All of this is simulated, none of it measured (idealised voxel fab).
Herein follows the process module entitled voxel wiring stack.
Cross-sectional view cut (width: 280 nm; square cell size: 5 nm).
Cross-section layout: square cells on a grid; listed as bands, top to bottom; a band spans one or more cell rows. Band: top height; bottom height; in nm. Then, left to right: material with width in nm, for each material. "edge to edge": a single material spanning edge to edge. "blank": empty space. Heights from 0 (as-received wafer is one material below). Bottom band endless downward, as "z 0 and below". Width "30->40": first value at the band's top row of cells, second value at its bottom row, equal change from row to row. Basically "nothing got changed" means that step didn't change any cell in the cross-section. If an empty space has no open way to the top and is at least 8 cells in size, "Voids, fully enclosed" lists it, written width x height at distance, where distance is measured from the left edge and every value is in nm. Step line, after settings: the simulator's comment on this step. The optional step-line setting "overlay nm" applies to steps with a mask and quantifies how far to the right of its planned location the mask lay, a negative value indicating leftward placement.
Planned process steps:
1. RECEIVE with material Si
2. CONFORMAL_DEP with material SiO2, thk nm 15
3. CONFORMAL_DEP with material SiN, thk nm 5
4. DIRECTIONAL_DEP with material lowk, thk nm 20
5. DIRECTIONAL_DEP with material aC, thk nm 10
6. PATTERN with tone open, mask id METAL_1, material resist, width nm 25, pitch nm 45, thk nm 25, overlay nm 0
7. DIRECTIONAL_ETCH with etch materials aC, depth nm 10
8. STRIP with etch materials resist
9. DIRECTIONAL_ETCH with etch materials lowk, depth nm 20
10. DIRECTIONAL_ETCH with etch materials SiN, depth nm 5
11. STRIP with etch materials aC
12. CONFORMAL_DEP with material TiN, thk nm 5
13. FILL_DEP with material Ru, thk nm 5
14. CMP with height nm 40
15. CONFORMAL_DEP with material SiCN, thk nm 5
16. DIRECTIONAL_DEP with material lowk, thk nm 10
17. MASKED_ETCH with tone open, mask id PLUG_1, width nm 15, pitch nm 45, etch materials lowk, depth nm 10, overlay nm 0
18. MASKED_ETCH with tone open, mask id PLUG_1, width nm 15, pitch nm 45, etch materials SiCN, depth nm 5, overlay nm 0
19. EPI with material Ru, thk nm 10
20. EPI with material Ru, thk nm 5
21. CONFORMAL_DEP with material SiN, thk nm 5
22. DIRECTIONAL_DEP with material SiO2, thk nm 15
23. PATTERN with tone open, mask id METAL_2, material resist, width nm 25, pitch nm 45, thk nm 20, overlay nm 0
24. DIRECTIONAL_ETCH with etch materials SiO2, depth nm 15
25. DIRECTIONAL_ETCH with etch materials SiN, depth nm 5
26. STRIP with etch materials resist
27. CONFORMAL_DEP with material TiN, thk nm 5
28. FILL_DEP with material Cu, thk nm 5
29. CMP with height nm 75
30. CONFORMAL_DEP with material SiN, thk nm 5
Concerning the first of two wafers, which was run in accordance with the plan:
Cross-section of the wafer at receipt, which is the condition after step 1:
z 0 and below = Si edge to edge
Voids, fully enclosed: none
Step 2 done - wafer cross-section:
z 15 to 0 = SiO2 edge to edge
For the remainder of the cross-section, below 0, there is no change.
Step 3 done - wafer cross-section:
z 20 to 15 = SiN edge to edge
For the remainder of the cross-section, below 15, there is no change.
Step 4 done - wafer cross-section:
z 40 to 20 = lowk edge to edge
For the remainder of the cross-section, below 20, there is no change.
Step 5 done - wafer cross-section:
z 50 to 40 = aC edge to edge
For the remainder of the cross-section, below 40, there is no change.
Step 6 done - wafer cross-section:
z 75 to 50 = 80 of resist / 25 of blank / 20 of resist / 25 of blank / 20 of resist / 25 of blank / 85 of resist
For the remainder of the cross-section, below 50, there is no change.
Step 7 done - wafer cross-section:
z 65 to 50 = 80 of resist / 25 of blank / 20 of resist / 25 of blank / 20 of resist / 25 of blank / 85 of resist
z 50 to 40 = 80 of aC / 25 of blank / 20 of aC / 25 of blank / 20 of aC / 25 of blank / 85 of aC
For the remainder of the cross-section, below 40, there is no change.
Step 8 done - wafer cross-section:
z 50 to 40 = 80 of aC / 25 of blank / 20 of aC / 25 of blank / 20 of aC / 25 of blank / 85 of aC
For the remainder of the cross-section, below 40, there is no change.
Step 9 done - wafer cross-section:
z 50 to 40 = 80 of aC / 25 of blank / 20 of aC / 25 of blank / 20 of aC / 25 of blank / 85 of aC
z 40 to 20 = 80 of lowk / 25 of blank / 20 of lowk / 25 of blank / 20 of lowk / 25 of blank / 85 of lowk
For the remainder of the cross-section, below 20, there is no change.
Step 10 done - wafer cross-section:
z 50 to 40 = 80 of aC / 25 of blank / 20 of aC / 25 of blank / 20 of aC / 25 of blank / 85 of aC
z 40 to 20 = 80 of lowk / 25 of blank / 20 of lowk / 25 of blank / 20 of lowk / 25 of blank / 85 of lowk
z 20 to 15 = 80 of SiN / 25 of blank / 20 of SiN / 25 of blank / 20 of SiN / 25 of blank / 85 of SiN
For the remainder of the cross-section, below 15, there is no change.
Step 11 done - wafer cross-section:
z 40 to 20 = 80 of lowk / 25 of blank / 20 of lowk / 25 of blank / 20 of lowk / 25 of blank / 85 of lowk
For the remainder of the cross-section, below 20, there is no change.
Step 12 done - wafer cross-section:
z 45 to 40 = 85 of TiN / 15 of blank / 30 of TiN / 15 of blank / 30 of TiN / 15 of blank / 90 of TiN
z 40 to 20 = 80 of lowk / 5 of TiN / 15 of blank / 5 of TiN / 20 of lowk / 5 of TiN / 15 of blank / 5 of TiN / 20 of lowk / 5 of TiN / 15 of blank / 5 of TiN / 85 of lowk
z 20 to 15 = 80 of SiN / 25 of TiN / 20 of SiN / 25 of TiN / 20 of SiN / 25 of TiN / 85 of SiN
For the remainder of the cross-section, below 15, there is no change.
Step 13 done - wafer cross-section:
z 50 to 45 = Ru edge to edge
z 45 to 40 = 85 of TiN / 15 of Ru / 30 of TiN / 15 of Ru / 30 of TiN / 15 of Ru / 90 of TiN
z 40 to 20 = 80 of lowk / 5 of TiN / 15 of Ru / 5 of TiN / 20 of lowk / 5 of TiN / 15 of Ru / 5 of TiN / 20 of lowk / 5 of TiN / 15 of Ru / 5 of TiN / 85 of lowk
For the remainder of the cross-section, below 20, there is no change.
Step 14 done - wafer cross-section:
z 40 to 20 = 80 of lowk / 5 of TiN / 15 of Ru / 5 of TiN / 20 of lowk / 5 of TiN / 15 of Ru / 5 of TiN / 20 of lowk / 5 of TiN / 15 of Ru / 5 of TiN / 85 of lowk
For the remainder of the cross-section, below 20, there is no change.
Step 15 done - wafer cross-section:
z 45 to 40 = SiCN edge to edge
For the remainder of the cross-section, below 40, there is no change.
Step 16 done - wafer cross-section:
z 55 to 45 = lowk edge to edge
For the remainder of the cross-section, below 45, there is no change.
Step 17 done - wafer cross-section:
z 55 to 45 = 80 of lowk / 15 of blank / 30 of lowk / 15 of blank / 30 of lowk / 15 of blank / 95 of lowk
For the remainder of the cross-section, below 45, there is no change.
Step 18 done - wafer cross-section:
z 55 to 45 = 80 of lowk / 15 of blank / 30 of lowk / 15 of blank / 30 of lowk / 15 of blank / 95 of lowk
z 45 to 40 = 80 of SiCN / 15 of blank / 30 of SiCN / 15 of blank / 30 of SiCN / 15 of blank / 95 of SiCN
For the remainder of the cross-section, below 40, there is no change.
Step 19 done - wafer cross-section:
z 55 to 50 = 80 of lowk / 15 of blank / 30 of lowk / 15 of blank / 30 of lowk / 15 of blank / 95 of lowk
z 50 to 45 = 80 of lowk / 15 of Ru / 30 of lowk / 15 of Ru / 30 of lowk / 15 of Ru / 95 of lowk
z 45 to 40 = 80 of SiCN / 15 of Ru / 30 of SiCN / 15 of Ru / 30 of SiCN / 15 of Ru / 95 of SiCN
For the remainder of the cross-section, below 40, there is no change.
Step 20 done - wafer cross-section:
z 55 to 45 = 80 of lowk / 15 of Ru / 30 of lowk / 15 of Ru / 30 of lowk / 15 of Ru / 95 of lowk
For the remainder of the cross-section, below 45, there is no change.
Step 21 done - wafer cross-section:
z 60 to 55 = SiN edge to edge
For the remainder of the cross-section, below 55, there is no change.
Step 22 done - wafer cross-section:
z 75 to 60 = SiO2 edge to edge
For the remainder of the cross-section, below 60, there is no change.
Step 23 done - wafer cross-section:
z 95 to 75 = 80 of resist / 25 of blank / 20 of resist / 25 of blank / 20 of resist / 25 of blank / 85 of resist
For the remainder of the cross-section, below 75, there is no change.
Step 24 done - wafer cross-section:
z 95 to 75 = 80 of resist / 25 of blank / 20 of resist / 25 of blank / 20 of resist / 25 of blank / 85 of resist
z 75 to 60 = 80 of SiO2 / 25 of blank / 20 of SiO2 / 25 of blank / 20 of SiO2 / 25 of blank / 85 of SiO2
For the remainder of the cross-section, below 60, there is no change.
Step 25 done - wafer cross-section:
z 95 to 75 = 80 of resist / 25 of blank / 20 of resist / 25 of blank / 20 of resist / 25 of blank / 85 of resist
z 75 to 60 = 80 of SiO2 / 25 of blank / 20 of SiO2 / 25 of blank / 20 of SiO2 / 25 of blank / 85 of SiO2
z 60 to 55 = 80 of SiN / 25 of blank / 20 of SiN / 25 of blank / 20 of SiN / 25 of blank / 85 of SiN
For the remainder of the cross-section, below 55, there is no change.
Step 26 done - wafer cross-section:
z 75 to 60 = 80 of SiO2 / 25 of blank / 20 of SiO2 / 25 of blank / 20 of SiO2 / 25 of blank / 85 of SiO2
For the remainder of the cross-section, below 60, there is no change.
Step 27 done - wafer cross-section:
z 80 to 75 = 85 of TiN / 15 of blank / 30 of TiN / 15 of blank / 30 of TiN / 15 of blank / 90 of TiN
z 75 to 60 = 80 of SiO2 / 5 of TiN / 15 of blank / 5 of TiN / 20 of SiO2 / 5 of TiN / 15 of blank / 5 of TiN / 20 of SiO2 / 5 of TiN / 15 of blank / 5 of TiN / 85 of SiO2
z 60 to 55 = 80 of SiN / 25 of TiN / 20 of SiN / 25 of TiN / 20 of SiN / 25 of TiN / 85 of SiN
For the remainder of the cross-section, below 55, there is no change.
Step 28 done - wafer cross-section:
z 85 to 80 = Cu edge to edge
z 80 to 75 = 85 of TiN / 15 of Cu / 30 of TiN / 15 of Cu / 30 of TiN / 15 of Cu / 90 of TiN
z 75 to 60 = 80 of SiO2 / 5 of TiN / 15 of Cu / 5 of TiN / 20 of SiO2 / 5 of TiN / 15 of Cu / 5 of TiN / 20 of SiO2 / 5 of TiN / 15 of Cu / 5 of TiN / 85 of SiO2
For the remainder of the cross-section, below 60, there is no change.
Step 29 done - wafer cross-section:
z 75 to 60 = 80 of SiO2 / 5 of TiN / 15 of Cu / 5 of TiN / 20 of SiO2 / 5 of TiN / 15 of Cu / 5 of TiN / 20 of SiO2 / 5 of TiN / 15 of Cu / 5 of TiN / 85 of SiO2
For the remainder of the cross-section, below 60, there is no change.
Step 30 done - wafer cross-section:
z 80 to 75 = SiN edge to edge
For the remainder of the cross-section, below 75, there is no change.
Second wafer, same starting state and plan as the first, one mistake in the run, identical through step 14:
Second wafer shown in cross-section at the time step 15 was slated to end:
z 50 to 40 = lowk edge to edge
For the remainder of the cross-section, below 40, there is no change.
Second wafer shown in cross-section at the time step 16 was slated to end:
z 55 to 50 = SiCN edge to edge
For the remainder of the cross-section, below 50, there is no change.
Second wafer shown in cross-section at the time step 17 was slated to end: nothing got changed
Second wafer shown in cross-section at the time step 18 was slated to end:
z 55 to 50 = 80 of SiCN / 15 of blank / 30 of SiCN / 15 of blank / 30 of SiCN / 15 of blank / 95 of SiCN
For the remainder of the cross-section, below 50, there is no change.
Second wafer shown in cross-section at the time step 19 was slated to end: nothing got changed
Second wafer shown in cross-section at the time step 20 was slated to end: nothing got changed
Second wafer shown in cross-section at the time step 21 was slated to end:
z 60 to 55 = 85 of SiN / 5 of blank / 40 of SiN / 5 of blank / 40 of SiN / 5 of blank / 100 of SiN
z 55 to 50 = 80 of SiCN / 15 of SiN / 30 of SiCN / 15 of SiN / 30 of SiCN / 15 of SiN / 95 of SiCN
For the remainder of the cross-section, below 50, there is no change.
Second wafer shown in cross-section at the time step 22 was slated to end:
z 75 to 70 = 85 of SiO2 / 5 of blank / 40 of SiO2 / 5 of blank / 40 of SiO2 / 5 of blank / 100 of SiO2
z 70 to 60 = SiO2 edge to edge
z 60 to 55 = 85 of SiN / 5 of SiO2 / 40 of SiN / 5 of SiO2 / 40 of SiN / 5 of SiO2 / 100 of SiN
For the remainder of the cross-section, below 55, there is no change.
Second wafer shown in cross-section at the time step 23 was slated to end:
z 95 to 75 = 80 of resist / 25 of blank / 20 of resist / 25 of blank / 20 of resist / 25 of blank / 85 of resist
For the remainder of the cross-section, below 75, there is no change.
Second wafer shown in cross-section at the time step 24 was slated to end:
z 95 to 75 = 80 of resist / 25 of blank / 20 of resist / 25 of blank / 20 of resist / 25 of blank / 85 of resist
z 75 to 60 = 80 of SiO2 / 25 of blank / 20 of SiO2 / 25 of blank / 20 of SiO2 / 25 of blank / 85 of SiO2
z 60 to 55 = 85 of SiN / 5 of blank / 40 of SiN / 5 of blank / 40 of SiN / 5 of blank / 100 of SiN
For the remainder of the cross-section, below 55, there is no change.
Second wafer shown in cross-section at the time step 25 was slated to end:
z 95 to 75 = 80 of resist / 25 of blank / 20 of resist / 25 of blank / 20 of resist / 25 of blank / 85 of resist
z 75 to 60 = 80 of SiO2 / 25 of blank / 20 of SiO2 / 25 of blank / 20 of SiO2 / 25 of blank / 85 of SiO2
z 60 to 55 = 80 of SiN / 25 of blank / 20 of SiN / 25 of blank / 20 of SiN / 25 of blank / 85 of SiN
z 55 to 50 = 80 of SiCN / 5 of SiN / 5 of blank / 5 of SiN / 30 of SiCN / 5 of SiN / 5 of blank / 5 of SiN / 30 of SiCN / 5 of SiN / 5 of blank / 5 of SiN / 95 of SiCN
For the remainder of the cross-section, below 50, there is no change.
Second wafer shown in cross-section at the time step 26 was slated to end:
z 75 to 60 = 80 of SiO2 / 25 of blank / 20 of SiO2 / 25 of blank / 20 of SiO2 / 25 of blank / 85 of SiO2
For the remainder of the cross-section, below 60, there is no change.
Second wafer shown in cross-section at the time step 27 was slated to end:
z 80 to 75 = 85 of TiN / 15 of blank / 30 of TiN / 15 of blank / 30 of TiN / 15 of blank / 90 of TiN
z 75 to 60 = 80 of SiO2 / 5 of TiN / 15 of blank / 5 of TiN / 20 of SiO2 / 5 of TiN / 15 of blank / 5 of TiN / 20 of SiO2 / 5 of TiN / 15 of blank / 5 of TiN / 85 of SiO2
z 60 to 55 = 80 of SiN / 25 of TiN / 20 of SiN / 25 of TiN / 20 of SiN / 25 of TiN / 85 of SiN
z 55 to 50 = 80 of SiCN / 5 of SiN / 5 of TiN / 5 of SiN / 30 of SiCN / 5 of SiN / 5 of TiN / 5 of SiN / 30 of SiCN / 5 of SiN / 5 of TiN / 5 of SiN / 95 of SiCN
For the remainder of the cross-section, below 50, there is no change.
Second wafer shown in cross-section at the time step 28 was slated to end:
z 85 to 80 = Cu edge to edge
z 80 to 75 = 85 of TiN / 15 of Cu / 30 of TiN / 15 of Cu / 30 of TiN / 15 of Cu / 90 of TiN
z 75 to 60 = 80 of SiO2 / 5 of TiN / 15 of Cu / 5 of TiN / 20 of SiO2 / 5 of TiN / 15 of Cu / 5 of TiN / 20 of SiO2 / 5 of TiN / 15 of Cu / 5 of TiN / 85 of SiO2
For the remainder of the cross-section, below 60, there is no change.
Second wafer shown in cross-section at the time step 29 was slated to end:
z 75 to 60 = 80 of SiO2 / 5 of TiN / 15 of Cu / 5 of TiN / 20 of SiO2 / 5 of TiN / 15 of Cu / 5 of TiN / 20 of SiO2 / 5 of TiN / 15 of Cu / 5 of TiN / 85 of SiO2
For the remainder of the cross-section, below 60, there is no change.
Second wafer shown in cross-section at the time step 30 was slated to end:
z 80 to 75 = SiN edge to edge
For the remainder of the cross-section, below 75, there is no change.
Deviation from plan: steps 15 and 16 swapped
In the final state, the cell counts of the second wafer exceed or fall short of those of the first for the following materials: -27 Ru | +6 SiN | +3 TiN | +18 lowk
